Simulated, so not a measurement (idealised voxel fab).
Process module heading - voxel released beams
We display cut, a cross-section 235 nm in width whose square cells are each 5 nm.
Throughout this document, each cross-section is represented as a grid of square cells and is presented as a sequence of bands enumerated from the top downward, where a band comprises one or more rows of cells.
It is stipulated that each band's entry specify, in nanometres, the height of the top of the band and then that of its bottom, followed by the materials of the band in left-to-right sequence, each together with its width in nanometres. A single material marked by the word "all across" is understood to fill the band from edge to edge; the word "empty" is understood to denote empty space.
We count height from 0. Below that, the starting wafer is all one material. The lowest band never ends at the bottom but goes on down; see "from 0 down" for how that is written.
The width entry "30->40" should be interpreted row by row: the top row of cells in the band takes the first number, the bottom row takes the second number, and the change between adjacent rows is uniform throughout.
No cell of the cross-section changed in a step that is given as "changes: none".
Enclosed voids (no open way to top), threshold 8 cells or more, entry "Closed void listing", notation width x height at distance, distance from left edge, nm.
Anything after a step's settings on that line? It's the simulator's own note about the step.
A step's line can hold "overlay nm"; with a mask on that step, the setting says how far right of the planned place the mask lay, while a negative setting says it lay to the left.

Here's what the planned process steps look like:
- 1: op RECEIVE | material Si
- 2: op CONFORMAL_DEP | material Al2O3 | thk nm 5
- 3: op DIRECTIONAL_DEP | material SiO2 | thk nm 10
- 4: op DIRECTIONAL_DEP | material aC | thk nm 10
- 5: op PATTERN | tone open | mask id ANCHOR | material resist | width nm 35 | thk nm 30 | overlay nm 0
- 6: op DIRECTIONAL_ETCH | etch materials aC | depth nm 10
- 7: op STRIP | etch materials resist
- 8: op DIRECTIONAL_ETCH | etch materials SiO2 | depth nm 10
- 9: op STRIP | etch materials aC
- 10: op CONFORMAL_DEP | material SiN | thk nm 15
- 11: op PATTERN | tone cover | mask id BEAM | material resist | width nm 120 | thk nm 15 | overlay nm 0
- 12: op DIRECTIONAL_ETCH | etch materials SiN | depth nm 15
- 13: op STRIP | etch materials resist
- 14: op STRIP | etch materials SiO2

The first wafer of two, processed as planned:

Cross-section, incoming material, after step 1:
	from 0 down: Si all across
	Closed void listing: none

Cross-section: wafer state after step 2:
	from 5 to 0: Al2O3 all across
	below 0: unchanged

Cross-section: wafer state after step 3:
	from 15 to 5: SiO2 all across
	below 5: unchanged

Cross-section: wafer state after step 4:
	from 25 to 15: aC all across
	below 15: unchanged

Cross-section: wafer state after step 5:
	from 55 to 25: resist 60 nm | empty 35 nm | resist 140 nm
	below 25: unchanged

Cross-section: wafer state after step 6:
	from 45 to 25: resist 60 nm | empty 35 nm | resist 140 nm
	from 25 to 15: aC 60 nm | empty 35 nm | aC 140 nm
	below 15: unchanged

Cross-section: wafer state after step 7:
	from 25 to 15: aC 60 nm | empty 35 nm | aC 140 nm
	below 15: unchanged

Cross-section: wafer state after step 8:
	from 25 to 15: aC 60 nm | empty 35 nm | aC 140 nm
	from 15 to 5: SiO2 60 nm | empty 35 nm | SiO2 140 nm
	below 5: unchanged

Cross-section: wafer state after step 9:
	from 15 to 5: SiO2 60 nm | empty 35 nm | SiO2 140 nm
	below 5: unchanged

Cross-section: wafer state after step 10:
	from 30 to 20: SiN 75 nm | empty 5 nm | SiN 155 nm
	from 20 to 15: SiN all across
	from 15 to 5: SiO2 60 nm | SiN 35 nm | SiO2 140 nm
	below 5: unchanged

Cross-section: wafer state after step 11:
	from 45 to 30: empty 55 nm | resist 120 nm | empty 60 nm
	from 30 to 20: SiN 75 nm | resist 5 nm | SiN 155 nm
	below 20: unchanged

Cross-section: wafer state after step 12:
	from 45 to 30: empty 55 nm | resist 120 nm | empty 60 nm
	from 30 to 20: empty 55 nm | SiN 20 nm | resist 5 nm | SiN 95 nm | empty 60 nm
	from 20 to 15: empty 55 nm | SiN 120 nm | empty 60 nm
	below 15: unchanged

Cross-section: wafer state after step 13:
	from 30 to 20: empty 55 nm | SiN 20 nm | empty 5 nm | SiN 95 nm | empty 60 nm
	below 20: unchanged

Cross-section: wafer state after step 14:
	from 30 to 20: empty 55 nm | SiN 20 nm | empty 5 nm | SiN 95 nm | empty 60 nm
	from 20 to 15: empty 55 nm | SiN 120 nm | empty 60 nm
	from 15 to 5: empty 60 nm | SiN 35 nm | empty 140 nm
	below 5: unchanged

Second wafer - shared start and plan with the first - one error in running - same as the first up to step 9 inclusive:

Look at the second wafer in cross-section at the time step 10 ought to have finished:
	from 45 to 15: SiN all across
	from 15 to 5: SiO2 60 nm | SiN 35 nm | SiO2 140 nm
	below 5: unchanged

Look at the second wafer in cross-section at the time step 11 ought to have finished:
	from 60 to 45: empty 55 nm | resist 120 nm | empty 60 nm
	below 45: unchanged

Look at the second wafer in cross-section at the time step 12 ought to have finished:
	from 60 to 45: empty 55 nm | resist 120 nm | empty 60 nm
	from 45 to 30: empty 55 nm | SiN 120 nm | empty 60 nm
	below 30: unchanged

Look at the second wafer in cross-section at the time step 13 ought to have finished:
	from 45 to 30: empty 55 nm | SiN 120 nm | empty 60 nm
	below 30: unchanged

Look at the second wafer in cross-section at the time step 14 ought to have finished: changes: none
Misprocessing identified: step 10 of the plan was carried out twice
Final tally in cells, some materials are higher or lower on the second wafer than on the first: SiN +143 | SiO2 +80
